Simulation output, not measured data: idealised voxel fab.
This is a process module. Its name is voxel lift off.
Section shown: cut. Width: 260 nm. Cell size: 5 nm, square.
Cross-sections here: square-cell grids, written as top-down lists of bands, a band being one or more rows of cells. Read a band's entry like this: the first values are the height of its top and the height of its bottom in nm, and what follows is the sequence of materials from left to right, each with its width in nm. Note that "blank" is empty space, and that a single material marked "full width" reaches across the band from edge to edge. Zero point of the height axis is 0; under it, received wafer = one material. Lowest band: continues down indefinitely, "0 nm and below". With a width like "30 to 40", each row of cells in the band differs from the next by the same amount, the top row carrying the first number and the bottom row the second. You'll sometimes find "nothing changed" written for a step, and that's the way of saying that nowhere in the cross-section did a cell change during that step. "Enclosed void inventory" specifies each empty space that is not open to the top and that occupies no fewer than 8 cells, using the form width x height at distance, the distance measured from the left edge and all three quantities in nm. Heads up: the bit after the settings on a step's line is the simulator's remark on that step. overlay nm: where the mask lay relative to plan, measured to the right, on steps with a mask; negatives go left.
INTENDED PROCESS STEPS
| 1 | RECEIVE [material Si] |
| 2 | CONFORMAL_DEP [material SiN] [thk nm 15] |
| 3 | PATTERN [tone open] [mask id LINES] [material resist] [width nm 25] [pitch nm 50] [thk nm 30] [overlay nm 0] |
| 4 | DIRECTIONAL_DEP [material Ru] [thk nm 15] |
| 5 | STRIP [etch materials resist] |
| 6 | CONFORMAL_DEP [material SiCN] [thk nm 5] |
THIS IS THE CROSS-SECTION OF THE WAFER AS WE RECEIVED IT, I.E. AFTER STEP 1
> 0 nm and below | Si full width
> Enclosed void inventory: none
CROSS-SECTION, END OF MODULE. START: AS ABOVE. PLAN: AS ABOVE. EXECUTION: ONE MISTAKE
> 45 nm to 30 nm | 50 blank; 155 SiCN; 55 blank
> 30 nm to 15 nm | 65 SiCN; 25 Ru; 25 SiCN; 25 Ru; 25 SiCN; 25 Ru; 70 SiCN
> 15 nm to 0 nm | SiN full width
> 0 nm and below | Si full width
> Enclosed void inventory: none
Diagnosis: note that step 6 departed from the planned setting and was carried out as CONFORMAL_DEP [material SiCN] [thk nm 15]
